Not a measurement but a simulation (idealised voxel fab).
Process module, titled voxel transistor to metal
Cross-section cut: width 265 nm, square cells of 5 nm.
Each cross-section below is a grid of square cells, stated as bands in top-down order, with one or more rows of cells making up each band. Band: top height; bottom height; in nm. Then, left to right: material with width in nm, for each material. "all across": a single material spanning edge to edge. "blank": empty space. Heights are reckoned from 0. Under this level, the received wafer is all of one material. The bottommost band is open-ended downward, for example "0 -> down". A two-number width, for instance "30->40", indicates that the width is equal to the first number in the top row of the band and to the second number in the bottom row, and that it changes by a constant amount per row of cells. "nothing was modified" (step): cross-section cells unchanged, all of them. The label "Closed void list" introduces a list of the empty spaces, 8 cells or larger, that have no open way up to the top; each entry in it reads width x height at distance, where the distance is taken from the left edge and all three are stated in nm. The remark found on a step's line after its settings is issued by the simulator itself and pertains to that step. Each step line may optionally specify "overlay nm", which for a step with a mask gives the rightward distance between the mask's planned place and where it lay, a negative value indicating the leftward direction. Guide to the pairs. Each holds a before and an after cross-section around one process step; the after cross-section is cut off at the lowest band that changed. Look under the pair for the step between them and its settings. Pairs can come from different runs of this module on the same starting wafer, so a pair follows on from the one above it only where its entry headed "Pre-step profile" says it does.

Pre-step profile:
	85 -> 65 | 25 of lowk  5 of TiN  10 of Ru  5 of TiN  50 of lowk  5 of TiN  10 of Ru  5 of TiN  35 of lowk  5 of TiN  10 of Ru  5 of TiN  50 of lowk  5 of TiN  10 of Ru  5 of TiN  25 of lowk
	65 -> 60 | 25 of SiN  20 of TiN  50 of SiN  20 of TiN  35 of SiN  20 of TiN  50 of SiN  20 of TiN  25 of SiN
	60 -> 45 | 25 of SiO2  5 of TiN  10 of Ru  5 of TiN  50 of SiO2  5 of TiN  10 of Ru  5 of TiN  35 of SiO2  5 of TiN  10 of Ru  5 of TiN  50 of SiO2  5 of TiN  10 of Ru  5 of TiN  25 of SiO2
	45 -> 30 | 25 of SiO2  5 of TiN  10 of Ru  5 of TiN  5 of SiO2  10 of SiN  20 of SiCN  10 of SiN  5 of SiO2  5 of TiN  10 of Ru  5 of TiN  35 of SiO2  5 of TiN  10 of Ru  5 of TiN  5 of SiO2  10 of SiN  20 of SiCN  10 of SiN  5 of SiO2  5 of TiN  10 of Ru  5 of TiN  25 of SiO2
	30 -> 15 | 25 of SiO2  5 of TiN  10 of Ru  5 of TiN  5 of SiO2  10 of SiN  20 of polySi  10 of SiN  5 of SiO2  5 of TiN  10 of Ru  5 of TiN  35 of SiO2  5 of TiN  10 of Ru  5 of TiN  5 of SiO2  10 of SiN  20 of polySi  10 of SiN  5 of SiO2  5 of TiN  10 of Ru  5 of TiN  25 of SiO2
	15 -> 10 | 25 of SiO2  20 of TiN  5 of SiO2  10 of SiN  20 of polySi  10 of SiN  5 of SiO2  20 of TiN  35 of SiO2  20 of TiN  5 of SiO2  10 of SiN  20 of polySi  10 of SiN  5 of SiO2  20 of TiN  25 of SiO2
	10 -> 0 | 25 of SiO2  10 of TiN  15 of SiGe  10 of SiN  20 of polySi  10 of SiN  15 of SiGe  10 of TiN  35 of SiO2  10 of TiN  15 of SiGe  10 of SiN  20 of polySi  10 of SiN  15 of SiGe  10 of TiN  25 of SiO2
	0 -> -5 | 20 of SiO2  30 of SiGe  40 of SiO2  30 of SiGe  25 of SiO2  30 of SiGe  40 of SiO2  30 of SiGe  20 of SiO2
	-5 -> -15 | 25 of SiO2  25 of SiGe  40 of Si  25 of SiGe  35 of SiO2  25 of SiGe  40 of Si  25 of SiGe  25 of SiO2
	-15 -> -30 | 25 of SiO2  90 of Si  35 of SiO2  90 of Si  25 of SiO2
	-30 -> down | Si all across
	Closed void list: none

Post-Step Cross-Section:
	110 -> 85 | lowk all across
	Lower than 85, everything is as it was.
	Closed void list: none
The two cross-sections above are separated by a single process step, namely DIRECTIONAL_DEP (material lowk; thk nm 25)

Pre-step profile: This step starts from the configuration shown after the step in the pair immediately above.

Post-Step Cross-Section:
	115 -> 110 | SiCN all across
	Lower than 110, everything is as it was.
	Closed void list: none
The two cross-sections above are separated by a single process step, namely CONFORMAL_DEP (material SiCN; thk nm 5)

Pre-step profile: This step starts from the configuration shown after the step in the pair immediately above.

Post-Step Cross-Section:
	130 -> 115 | aC all across
	Lower than 115, everything is as it was.
	Closed void list: none
The two cross-sections above are separated by a single process step, namely DIRECTIONAL_DEP (material aC; thk nm 15)

Pre-step profile: This step starts from the configuration shown after the step in the pair immediately above.

Post-Step Cross-Section:
	165 -> 130 | 25 of resist  15 of blank  110 of resist  15 of blank  100 of resist
	Lower than 130, everything is as it was.
	Closed void list: none
The two cross-sections above are separated by a single process step, namely PATTERN (tone open; mask id METAL_2_HOLES; material resist; width nm 15; pitch nm 125; thk nm 35; overlay nm 0)

Pre-step profile: This step starts from the configuration shown after the step in the pair immediately above.

Post-Step Cross-Section:
	150 -> 130 | 25 of resist  15 of blank  110 of resist  15 of blank  100 of resist
	130 -> 115 | 25 of aC  15 of blank  110 of aC  15 of blank  100 of aC
	Lower than 115, everything is as it was.
	Closed void list: none
The two cross-sections above are separated by a single process step, namely DIRECTIONAL_ETCH (etch materials aC; depth nm 15)

Pre-step profile: This step starts from the configuration shown after the step in the pair immediately above.

Post-Step Cross-Section:
	130 -> 115 | 25 of aC  15 of blank  110 of aC  15 of blank  100 of aC
	Lower than 115, everything is as it was.
	Closed void list: none
The two cross-sections above are separated by a single process step, namely STRIP (etch materials resist)

Pre-step profile: This step starts from the configuration shown after the step in the pair immediately above.

Post-Step Cross-Section:
	115 -> 110 | SiCN all across
	Lower than 110, everything is as it was.
	Closed void list: none
The two cross-sections above are separated by a single process step, namely STRIP (etch materials aC)

Pre-step profile: This step starts from the configuration shown after the step in the pair immediately above.

Post-Step Cross-Section:
	135 -> 115 | 25 of resist  20 of blank  105 of resist  20 of blank  95 of resist
	Lower than 115, everything is as it was.
	Closed void list: none
The two cross-sections above are separated by a single process step, namely PATTERN (tone open; mask id METAL_2; material resist; width nm 20; pitch nm 125; thk nm 20; overlay nm 0)

Pre-step profile: This step starts from the configuration shown after the step in the pair immediately above.

Post-Step Cross-Section:
	135 -> 115 | 25 of resist  20 of blank  105 of resist  20 of blank  95 of resist
	115 -> 110 | 25 of SiCN  20 of blank  105 of SiCN  20 of blank  95 of SiCN
	Lower than 110, everything is as it was.
	Closed void list: none
The two cross-sections above are separated by a single process step, namely DIRECTIONAL_ETCH (etch materials SiCN; depth nm 5)

Pre-step profile: This step starts from the configuration shown after the step in the pair immediately above.

Post-Step Cross-Section:
	115 -> 110 | 25 of SiCN  20 of blank  105 of SiCN  20 of blank  95 of SiCN
	Lower than 110, everything is as it was.
	Closed void list: none
The two cross-sections above are separated by a single process step, namely STRIP (etch materials resist)

Pre-step profile: This step starts from the configuration shown after the step in the pair immediately above.

Post-Step Cross-Section:
	120 -> 115 | 30 of TiN  10 of blank  115 of TiN  10 of blank  100 of TiN
	115 -> 110 | 25 of SiCN  20 of TiN  105 of SiCN  20 of TiN  95 of SiCN
	Lower than 110, everything is as it was.
	Closed void list: none
The two cross-sections above are separated by a single process step, namely CONFORMAL_DEP (material TiN; thk nm 5)

Pre-step profile: This step starts from the configuration shown after the step in the pair immediately above.

Post-Step Cross-Section:
	130 -> 120 | Ru all across
	120 -> 115 | 30 of TiN  10 of Ru  115 of TiN  10 of Ru  100 of TiN
	Lower than 115, everything is as it was.
	Closed void list: none
The two cross-sections above are separated by a single process step, namely FILL_DEP (material Ru; thk nm 10)

Pre-step profile: This step starts from the configuration shown after the step in the pair immediately above.

Post-Step Cross-Section:
	115 -> 110 | 25 of SiCN  20 of TiN  105 of SiCN  20 of TiN  95 of SiCN
	Lower than 110, everything is as it was.
	Closed void list: none
The two cross-sections above are separated by a single process step, namely CMP (height nm 115)

Pre-step profile: This step starts from the configuration shown after the step in the pair immediately above.

Post-Step Cross-Section:
	120 -> 115 | SiN all across
	Lower than 115, everything is as it was.
	Closed void list: none
The two cross-sections above are separated by a single process step, namely CONFORMAL_DEP (material SiN; thk nm 5)

Pre-step profile:
	0 -> -30 | 25 of SiO2  90 of Si  35 of SiO2  90 of Si  25 of SiO2
	-30 -> down | Si all across
	Closed void list: none

Post-Step Cross-Section:
	0 -> -10 | SiO2 all across
	Lower than -10, everything is as it was.
	Closed void list: none
The two cross-sections above are separated by a single process step, namely OXIDIZE (depth nm 10)

Pre-step profile: This step starts from the configuration shown after the step in the pair immediately above.

Post-Step Cross-Section:
	30 -> 0 | polySi all across
	Lower than 0, everything is as it was.
	Closed void list: none
The two cross-sections above are separated by a single process step, namely DIRECTIONAL_DEP (material polySi; thk nm 30)

Pre-step profile: This step starts from the configuration shown after the step in the pair immediately above.

Post-Step Cross-Section:
	45 -> 30 | SiCN all across
	Lower than 30, everything is as it was.
	Closed void list: none
The two cross-sections above are separated by a single process step, namely DIRECTIONAL_DEP (material SiCN; thk nm 15)

Pre-step profile: This step starts from the configuration shown after the step in the pair immediately above.

Post-Step Cross-Section:
	60 -> 45 | aC all across
	Lower than 45, everything is as it was.
	Closed void list: none
The two cross-sections above are separated by a single process step, namely DIRECTIONAL_DEP (material aC; thk nm 15)

Pre-step profile: This step starts from the configuration shown after the step in the pair immediately above.

Post-Step Cross-Section:
	90 -> 60 | 60 of blank  20 of resist  105 of blank  20 of resist  60 of blank
	Lower than 60, everything is as it was.
	Closed void list: none
The two cross-sections above are separated by a single process step, namely PATTERN (tone cover; mask id GATE; material resist; width nm 20; pitch nm 125; thk nm 30; overlay nm 0)

Pre-step profile: This step starts from the configuration shown after the step in the pair immediately above.

Post-Step Cross-Section:
	75 -> 60 | 60 of blank  20 of resist  105 of blank  20 of resist  60 of blank
	60 -> 45 | 60 of blank  20 of aC  105 of blank  20 of aC  60 of blank
	Lower than 45, everything is as it was.
	Closed void list: none
The two cross-sections above are separated by a single process step, namely DIRECTIONAL_ETCH (etch materials aC; depth nm 15)

Pre-step profile: This step starts from the configuration shown after the step in the pair immediately above.

Post-Step Cross-Section:
	60 -> 45 | 60 of blank  20 of aC  105 of blank  20 of aC  60 of blank
	Lower than 45, everything is as it was.
	Closed void list: none
The two cross-sections above are separated by a single process step, namely STRIP (etch materials resist)

Pre-step profile: This step starts from the configuration shown after the step in the pair immediately above.

Post-Step Cross-Section:
	60 -> 45 | 60 of blank  20 of aC  105 of blank  20 of aC  60 of blank
	45 -> 30 | 60 of blank  20 of SiCN  105 of blank  20 of SiCN  60 of blank
	Lower than 30, everything is as it was.
	Closed void list: none
The two cross-sections above are separated by a single process step, namely DIRECTIONAL_ETCH (etch materials SiCN; depth nm 25)

Pre-step profile: This step starts from the configuration shown after the step in the pair immediately above.

Post-Step Cross-Section:
	60 -> 45 | 60 of blank  20 of aC  105 of blank  20 of aC  60 of blank
	45 -> 30 | 60 of blank  20 of SiCN  105 of blank  20 of SiCN  60 of blank
	30 -> 0 | 60 of blank  20 of polySi  105 of blank  20 of polySi  60 of blank
	Lower than 0, everything is as it was.
	Closed void list: none
The two cross-sections above are separated by a single process step, namely DIRECTIONAL_ETCH (etch materials polySi; depth nm 40)

Pre-step profile: This step starts from the configuration shown after the step in the pair immediately above.

Post-Step Cross-Section:
	45 -> 30 | 60 of blank  20 of SiCN  105 of blank  20 of SiCN  60 of blank
	Lower than 30, everything is as it was.
	Closed void list: none
The two cross-sections above are separated by a single process step, namely STRIP (etch materials aC)

Pre-step profile: This step starts from the configuration shown after the step in the pair immediately above.

Post-Step Cross-Section:
	55 -> 45 | 50 of blank  40 of SiN  85 of blank  40 of SiN  50 of blank
	45 -> 30 | 50 of blank  10 of SiN  20 of SiCN  10 of SiN  85 of blank  10 of SiN  20 of SiCN  10 of SiN  50 of blank
	30 -> 10 | 50 of blank  10 of SiN  20 of polySi  10 of SiN  85 of blank  10 of SiN  20 of polySi  10 of SiN  50 of blank
	10 -> 0 | 60 of SiN  20 of polySi  105 of SiN  20 of polySi  60 of SiN
	Lower than 0, everything is as it was.
	Closed void list: none
The two cross-sections above are separated by a single process step, namely CONFORMAL_DEP (material SiN; thk nm 10)

Pre-step profile: This step starts from the configuration shown after the step in the pair immediately above.

Post-Step Cross-Section:
	45 -> 30 | 50 of blank  10 of SiN  20 of SiCN  10 of SiN  85 of blank  10 of SiN  20 of SiCN  10 of SiN  50 of blank
	30 -> 0 | 50 of blank  10 of SiN  20 of polySi  10 of SiN  85 of blank  10 of SiN  20 of polySi  10 of SiN  50 of blank
	Lower than 0, everything is as it was.
	Closed void list: none
The two cross-sections above are separated by a single process step, namely DIRECTIONAL_ETCH (etch materials SiN; depth nm 10)

Pre-step profile: This step starts from the configuration shown after the step in the pair immediately above.

Post-Step Cross-Section:
	45 -> 30 | 50 of blank  10 of SiN  20 of SiCN  10 of SiN  85 of blank  10 of SiN  20 of SiCN  10 of SiN  50 of blank
	30 -> 0 | 50 of blank  10 of SiN  20 of polySi  10 of SiN  85 of blank  10 of SiN  20 of polySi  10 of SiN  50 of blank
	0 -> -5 | 50 of blank  40 of SiO2  85 of blank  40 of SiO2  50 of blank
	Lower than -5, everything is as it was.
	Closed void list: none
The two cross-sections above are separated by a single process step, namely DIRECTIONAL_ETCH (etch materials SiO2; depth nm 5)

Pre-step profile: This step starts from the configuration shown after the step in the pair immediately above.

Post-Step Cross-Section:
	50 -> 45 | SiO2 all across
	45 -> 30 | 50 of SiO2  10 of SiN  20 of SiCN  10 of SiN  85 of SiO2  10 of SiN  20 of SiCN  10 of SiN  50 of SiO2
	30 -> 0 | 50 of SiO2  10 of SiN  20 of polySi  10 of SiN  85 of SiO2  10 of SiN  20 of polySi  10 of SiN  50 of SiO2
	0 -> -10 | SiO2 all across
	Lower than -10, everything is as it was.
	Closed void list: none
The two cross-sections above are separated by a single process step, namely FILL_DEP (material SiO2; thk nm 5)

Pre-step profile: This step starts from the configuration shown after the step in the pair immediately above.

Post-Step Cross-Section:
	45 -> 30 | 50 of SiO2  10 of SiN  20 of SiCN  10 of SiN  85 of SiO2  10 of SiN  20 of SiCN  10 of SiN  50 of SiO2
	Lower than 30, everything is as it was.
	Closed void list: none
The two cross-sections above are separated by a single process step, namely CMP (height nm 45)

Pre-step profile: This step starts from the configuration shown after the step in the pair immediately above.

Post-Step Cross-Section:
	60 -> 45 | SiO2 all across
	Lower than 45, everything is as it was.
	Closed void list: none
The two cross-sections above are separated by a single process step, namely DIRECTIONAL_DEP (material SiO2; thk nm 15)

Pre-step profile: This step starts from the configuration shown after the step in the pair immediately above.

Post-Step Cross-Section:
	75 -> 60 | aC all across
	Lower than 60, everything is as it was.
	Closed void list: none
The two cross-sections above are separated by a single process step, namely DIRECTIONAL_DEP (material aC; thk nm 15)

Pre-step profile: This step starts from the configuration shown after the step in the pair immediately above.

Post-Step Cross-Section:
	110 -> 75 | 25 of resist  20 of blank  50 of resist  20 of blank  35 of resist  20 of blank  50 of resist  20 of blank  25 of resist
	Lower than 75, everything is as it was.
	Closed void list: none
The two cross-sections above are separated by a single process step, namely PATTERN (tone open; mask id CONTACT; material resist; width nm 20; thk nm 35; overlay nm 0)

Pre-step profile: This step starts from the configuration shown after the step in the pair immediately above.

Post-Step Cross-Section:
	95 -> 75 | 25 of resist  20 of blank  50 of resist  20 of blank  35 of resist  20 of blank  50 of resist  20 of blank  25 of resist
	75 -> 60 | 25 of aC  20 of blank  50 of aC  20 of blank  35 of aC  20 of blank  50 of aC  20 of blank  25 of aC
	Lower than 60, everything is as it was.
	Closed void list: none
The two cross-sections above are separated by a single process step, namely DIRECTIONAL_ETCH (etch materials aC; depth nm 15)

Pre-step profile: This step starts from the configuration shown after the step in the pair immediately above.

Post-Step Cross-Section:
	75 -> 60 | 25 of aC  20 of blank  50 of aC  20 of blank  35 of aC  20 of blank  50 of aC  20 of blank  25 of aC
	Lower than 60, everything is as it was.
	Closed void list: none
The two cross-sections above are separated by a single process step, namely STRIP (etch materials resist)

Pre-step profile: This step starts from the configuration shown after the step in the pair immediately above.

Post-Step Cross-Section:
	75 -> 60 | 25 of aC  20 of blank  50 of aC  20 of blank  35 of aC  20 of blank  50 of aC  20 of blank  25 of aC
	60 -> 45 | 25 of SiO2  20 of blank  50 of SiO2  20 of blank  35 of SiO2  20 of blank  50 of SiO2  20 of blank  25 of SiO2
	45 -> 30 | 25 of SiO2  20 of blank  5 of SiO2  10 of SiN  20 of SiCN  10 of SiN  5 of SiO2  20 of blank  35 of SiO2  20 of blank  5 of SiO2  10 of SiN  20 of SiCN  10 of SiN  5 of SiO2  20 of blank  25 of SiO2
	30 -> 0 | 25 of SiO2  20 of blank  5 of SiO2  10 of SiN  20 of polySi  10 of SiN  5 of SiO2  20 of blank  35 of SiO2  20 of blank  5 of SiO2  10 of SiN  20 of polySi  10 of SiN  5 of SiO2  20 of blank  25 of SiO2
	Lower than 0, everything is as it was.
	Closed void list: none
The two cross-sections above are separated by a single process step, namely DIRECTIONAL_ETCH (etch materials SiO2; depth nm 60)

Pre-step profile: This step starts from the configuration shown after the step in the pair immediately above.

Post-Step Cross-Section:
	60 -> 45 | 25 of SiO2  20 of blank  50 of SiO2  20 of blank  35 of SiO2  20 of blank  50 of SiO2  20 of blank  25 of SiO2
	Lower than 45, everything is as it was.
	Closed void list: none
The two cross-sections above are separated by a single process step, namely STRIP (etch materials aC)

Pre-step profile: This step starts from the configuration shown after the step in the pair immediately above.

Post-Step Cross-Section:
	65 -> 60 | 30 of TiN  10 of blank  60 of TiN  10 of blank  45 of TiN  10 of blank  60 of TiN  10 of blank  30 of TiN
	60 -> 45 | 25 of SiO2  5 of TiN  10 of blank  5 of TiN  50 of SiO2  5 of TiN  10 of blank  5 of TiN  35 of SiO2  5 of TiN  10 of blank  5 of TiN  50 of SiO2  5 of TiN  10 of blank  5 of TiN  25 of SiO2
	45 -> 30 | 25 of SiO2  5 of TiN  10 of blank  5 of TiN  5 of SiO2  10 of SiN  20 of SiCN  10 of SiN  5 of SiO2  5 of TiN  10 of blank  5 of TiN  35 of SiO2  5 of TiN  10 of blank  5 of TiN  5 of SiO2  10 of SiN  20 of SiCN  10 of SiN  5 of SiO2  5 of TiN  10 of blank  5 of TiN  25 of SiO2
	30 -> 5 | 25 of SiO2  5 of TiN  10 of blank  5 of TiN  5 of SiO2  10 of SiN  20 of polySi  10 of SiN  5 of SiO2  5 of TiN  10 of blank  5 of TiN  35 of SiO2  5 of TiN  10 of blank  5 of TiN  5 of SiO2  10 of SiN  20 of polySi  10 of SiN  5 of SiO2  5 of TiN  10 of blank  5 of TiN  25 of SiO2
	5 -> 0 | 25 of SiO2  20 of TiN  5 of SiO2  10 of SiN  20 of polySi  10 of SiN  5 of SiO2  20 of TiN  35 of SiO2  20 of TiN  5 of SiO2  10 of SiN  20 of polySi  10 of SiN  5 of SiO2  20 of TiN  25 of SiO2
	Lower than 0, everything is as it was.
	Closed void list: none
The two cross-sections above are separated by a single process step, namely CONFORMAL_DEP (material TiN; thk nm 5)

Pre-step profile: This step starts from the configuration shown after the step in the pair immediately above.

Post-Step Cross-Section:
	75 -> 65 | Ru all across
	65 -> 60 | 30 of TiN  10 of Ru  60 of TiN  10 of Ru  45 of TiN  10 of Ru  60 of TiN  10 of Ru  30 of TiN
	60 -> 45 | 25 of SiO2  5 of TiN  10 of Ru  5 of TiN  50 of SiO2  5 of TiN  10 of Ru  5 of TiN  35 of SiO2  5 of TiN  10 of Ru  5 of TiN  50 of SiO2  5 of TiN  10 of Ru  5 of TiN  25 of SiO2
	45 -> 30 | 25 of SiO2  5 of TiN  10 of Ru  5 of TiN  5 of SiO2  10 of SiN  20 of SiCN  10 of SiN  5 of SiO2  5 of TiN  10 of Ru  5 of TiN  35 of SiO2  5 of TiN  10 of Ru  5 of TiN  5 of SiO2  10 of SiN  20 of SiCN  10 of SiN  5 of SiO2  5 of TiN  10 of Ru  5 of TiN  25 of SiO2
	30 -> 5 | 25 of SiO2  5 of TiN  10 of Ru  5 of TiN  5 of SiO2  10 of SiN  20 of polySi  10 of SiN  5 of SiO2  5 of TiN  10 of Ru  5 of TiN  35 of SiO2  5 of TiN  10 of Ru  5 of TiN  5 of SiO2  10 of SiN  20 of polySi  10 of SiN  5 of SiO2  5 of TiN  10 of Ru  5 of TiN  25 of SiO2
	Lower than 5, everything is as it was.
	Closed void list: none
The two cross-sections above are separated by a single process step, namely FILL_DEP (material Ru; thk nm 10)

Pre-step profile: This step starts from the configuration shown after the step in the pair immediately above.

Post-Step Cross-Section:
	60 -> 45 | 25 of SiO2  5 of TiN  10 of Ru  5 of TiN  50 of SiO2  5 of TiN  10 of Ru  5 of TiN  35 of SiO2  5 of TiN  10 of Ru  5 of TiN  50 of SiO2  5 of TiN  10 of Ru  5 of TiN  25 of SiO2
	Lower than 45, everything is as it was.
	Closed void list: none
The two cross-sections above are separated by a single process step, namely CMP (height nm 60)

Pre-step profile: This step starts from the configuration shown after the step in the pair immediately above.

Post-Step Cross-Section:
	65 -> 60 | SiN all across
	Lower than 60, everything is as it was.
	Closed void list: none
The two cross-sections above are separated by a single process step, namely CONFORMAL_DEP (material SiN; thk nm 5)

Pre-step profile: This step starts from the configuration shown after the step in the pair immediately above.

Post-Step Cross-Section:
	85 -> 65 | lowk all across
	Lower than 65, everything is as it was.
	Closed void list: none
The two cross-sections above are separated by a single process step, namely DIRECTIONAL_DEP (material lowk; thk nm 20)

Pre-step profile: This step starts from the configuration shown after the step in the pair immediately above.

Post-Step Cross-Section:
	105 -> 85 | 25 of resist  20 of blank  50 of resist  20 of blank  35 of resist  20 of blank  50 of resist  20 of blank  25 of resist
	Lower than 85, everything is as it was.
	Closed void list: none
The two cross-sections above are separated by a single process step, namely PATTERN (tone open; mask id METAL_1; material resist; width nm 20; thk nm 20; overlay nm 0)

Pre-step profile: This step starts from the configuration shown after the step in the pair immediately above.

Post-Step Cross-Section:
	105 -> 85 | 25 of resist  20 of blank  50 of resist  20 of blank  35 of resist  20 of blank  50 of resist  20 of blank  25 of resist
	85 -> 65 | 25 of lowk  20 of blank  50 of lowk  20 of blank  35 of lowk  20 of blank  50 of lowk  20 of blank  25 of lowk
	Lower than 65, everything is as it was.
	Closed void list: none
The two cross-sections above are separated by a single process step, namely DIRECTIONAL_ETCH (etch materials lowk; depth nm 20)

Pre-step profile: This step starts from the configuration shown after the step in the pair immediately above.

Post-Step Cross-Section:
	105 -> 85 | 25 of resist  20 of blank  50 of resist  20 of blank  35 of resist  20 of blank  50 of resist  20 of blank  25 of resist
	85 -> 65 | 25 of lowk  20 of blank  50 of lowk  20 of blank  35 of lowk  20 of blank  50 of lowk  20 of blank  25 of lowk
	65 -> 60 | 25 of SiN  20 of blank  50 of SiN  20 of blank  35 of SiN  20 of blank  50 of SiN  20 of blank  25 of SiN
	Lower than 60, everything is as it was.
	Closed void list: none
The two cross-sections above are separated by a single process step, namely DIRECTIONAL_ETCH (etch materials SiN; depth nm 5)

Pre-step profile: This step starts from the configuration shown after the step in the pair immediately above.

Post-Step Cross-Section:
	85 -> 65 | 25 of lowk  20 of blank  50 of lowk  20 of blank  35 of lowk  20 of blank  50 of lowk  20 of blank  25 of lowk
	Lower than 65, everything is as it was.
	Closed void list: none
The two cross-sections above are separated by a single process step, namely STRIP (etch materials resist)

Pre-step profile: This step starts from the configuration shown after the step in the pair immediately above.

Post-Step Cross-Section:
	90 -> 85 | 30 of TiN  10 of blank  60 of TiN  10 of blank  45 of TiN  10 of blank  60 of TiN  10 of blank  30 of TiN
	85 -> 65 | 25 of lowk  5 of TiN  10 of blank  5 of TiN  50 of lowk  5 of TiN  10 of blank  5 of TiN  35 of lowk  5 of TiN  10 of blank  5 of TiN  50 of lowk  5 of TiN  10 of blank  5 of TiN  25 of lowk
	65 -> 60 | 25 of SiN  20 of TiN  50 of SiN  20 of TiN  35 of SiN  20 of TiN  50 of SiN  20 of TiN  25 of SiN
	Lower than 60, everything is as it was.
	Closed void list: none
The two cross-sections above are separated by a single process step, namely CONFORMAL_DEP (material TiN; thk nm 5)

Pre-step profile: This step starts from the configuration shown after the step in the pair immediately above.

Post-Step Cross-Section:
	95 -> 90 | Ru all across
	90 -> 85 | 30 of TiN  10 of Ru  60 of TiN  10 of Ru  45 of TiN  10 of Ru  60 of TiN  10 of Ru  30 of TiN
	85 -> 65 | 25 of lowk  5 of TiN  10 of Ru  5 of TiN  50 of lowk  5 of TiN  10 of Ru  5 of TiN  35 of lowk  5 of TiN  10 of Ru  5 of TiN  50 of lowk  5 of TiN  10 of Ru  5 of TiN  25 of lowk
	Lower than 65, everything is as it was.
	Closed void list: none
The two cross-sections above are separated by a single process step, namely FILL_DEP (material Ru; thk nm 5)

Pre-step profile: This step starts from the configuration shown after the step in the pair immediately above.

Post-Step Cross-Section:
	85 -> 65 | 25 of lowk  5 of TiN  10 of Ru  5 of TiN  50 of lowk  5 of TiN  10 of Ru  5 of TiN  35 of lowk  5 of TiN  10 of Ru  5 of TiN  50 of lowk  5 of TiN  10 of Ru  5 of TiN  25 of lowk
	Lower than 65, everything is as it was.
	Closed void list: none
The two cross-sections above are separated by a single process step, namely CMP (height nm 85)

Pre-step profile: This step starts from the configuration shown after the step in the pair immediately above.

Post-Step Cross-Section:
	90 -> 85 | SiCN all across
	Lower than 85, everything is as it was.
	Closed void list: none
The two cross-sections above are separated by a single process step, namely CONFORMAL_DEP (material SiCN; thk nm 5)

Pre-step profile: This step starts from the configuration shown after the step in the pair immediately above.

Post-Step Cross-Section:
	115 -> 90 | lowk all across
	Lower than 90, everything is as it was.
	Closed void list: none
The two cross-sections above are separated by a single process step, namely DIRECTIONAL_DEP (material lowk; thk nm 25)

Pre-step profile: This step starts from the configuration shown after the step in the pair immediately above.

Post-Step Cross-Section:
	130 -> 115 | aC all across
	Lower than 115, everything is as it was.
	Closed void list: none
The two cross-sections above are separated by a single process step, namely DIRECTIONAL_DEP (material aC; thk nm 15)

Pre-step profile: This step starts from the configuration shown after the step in the pair immediately above.

Post-Step Cross-Section:
	165 -> 130 | 25 of resist  15 of blank  110 of resist  15 of blank  100 of resist
	Lower than 130, everything is as it was.
	Closed void list: none
The two cross-sections above are separated by a single process step, namely PATTERN (tone open; mask id METAL_2_HOLES; material resist; width nm 15; pitch nm 125; thk nm 35; overlay nm 0)

Pre-step profile: This step starts from the configuration shown after the step in the pair immediately above.

Post-Step Cross-Section:
	150 -> 130 | 25 of resist  15 of blank  110 of resist  15 of blank  100 of resist
	130 -> 115 | 25 of aC  15 of blank  110 of aC  15 of blank  100 of aC
	Lower than 115, everything is as it was.
	Closed void list: none
The two cross-sections above are separated by a single process step, namely DIRECTIONAL_ETCH (etch materials aC; depth nm 15)

Pre-step profile: This step starts from the configuration shown after the step in the pair immediately above.

Post-Step Cross-Section:
	130 -> 115 | 25 of aC  15 of blank  110 of aC  15 of blank  100 of aC
	Lower than 115, everything is as it was.
	Closed void list: none
The two cross-sections above are separated by a single process step, namely STRIP (etch materials resist)

Pre-step profile: This step starts from the configuration shown after the step in the pair immediately above.

Post-Step Cross-Section:
	130 -> 115 | 25 of aC  15 of blank  110 of aC  15 of blank  100 of aC
	115 -> 90 | 25 of lowk  15 of blank  110 of lowk  15 of blank  100 of lowk
	Lower than 90, everything is as it was.
	Closed void list: none
The two cross-sections above are separated by a single process step, namely DIRECTIONAL_ETCH (etch materials lowk; depth nm 25)

Pre-step profile: This step starts from the configuration shown after the step in the pair immediately above.

Post-Step Cross-Section:
	115 -> 90 | 25 of lowk  15 of blank  110 of lowk  15 of blank  100 of lowk
	Lower than 90, everything is as it was.
	Closed void list: none
The two cross-sections above are separated by a single process step, namely STRIP (etch materials aC)

Pre-step profile: This step starts from the configuration shown after the step in the pair immediately above.

Post-Step Cross-Section:
	135 -> 115 | 25 of resist  20 of blank  105 of resist  20 of blank  95 of resist
	Lower than 115, everything is as it was.
	Closed void list: none
The two cross-sections above are separated by a single process step, namely PATTERN (tone open; mask id METAL_2; material resist; width nm 20; pitch nm 125; thk nm 20; overlay nm 0)

Pre-step profile: This step starts from the configuration shown after the step in the pair immediately above.

Post-Step Cross-Section:
	135 -> 115 | 25 of resist  20 of blank  105 of resist  20 of blank  95 of resist
	115 -> 100 | 25 of lowk  20 of blank  105 of lowk  20 of blank  95 of lowk
	Lower than 100, everything is as it was.
	Closed void list: none
The two cross-sections above are separated by a single process step, namely DIRECTIONAL_ETCH (etch materials lowk; depth nm 15)

Pre-step profile: This step starts from the configuration shown after the step in the pair immediately above.

Post-Step Cross-Section:
	135 -> 115 | 25 of resist  20 of blank  105 of resist  20 of blank  95 of resist
	115 -> 100 | 25 of lowk  20 of blank  105 of lowk  20 of blank  95 of lowk
	100 -> 90 | 25 of lowk  15 of blank  110 of lowk  15 of blank  100 of lowk
	90 -> 85 | 25 of SiCN  15 of blank  110 of SiCN  15 of blank  100 of SiCN
	Lower than 85, everything is as it was.
	Closed void list: none
The two cross-sections above are separated by a single process step, namely DIRECTIONAL_ETCH (etch materials SiCN; depth nm 5)

Pre-step profile: This step starts from the configuration shown after the step in the pair immediately above.

Post-Step Cross-Section:
	115 -> 100 | 25 of lowk  20 of blank  105 of lowk  20 of blank  95 of lowk
	Lower than 100, everything is as it was.
	Closed void list: none
The two cross-sections above are separated by a single process step, namely STRIP (etch materials resist)

Pre-step profile: This step starts from the configuration shown after the step in the pair immediately above.

Post-Step Cross-Section:
	120 -> 115 | 30 of TiN  10 of blank  115 of TiN  10 of blank  100 of TiN
	115 -> 105 | 25 of lowk  5 of TiN  10 of blank  5 of TiN  105 of lowk  5 of TiN  10 of blank  5 of TiN  95 of lowk
	105 -> 100 | 25 of lowk  5 of TiN  5 of blank  10 of TiN  105 of lowk  5 of TiN  5 of blank  10 of TiN  95 of lowk
	100 -> 90 | 25 of lowk  5 of TiN  5 of blank  5 of TiN  110 of lowk  5 of TiN  5 of blank  5 of TiN  100 of lowk
	90 -> 85 | 25 of SiCN  15 of TiN  110 of SiCN  15 of TiN  100 of SiCN
	Lower than 85, everything is as it was.
	Closed void list: none
The two cross-sections above are separated by a single process step, namely CONFORMAL_DEP (material TiN; thk nm 5)
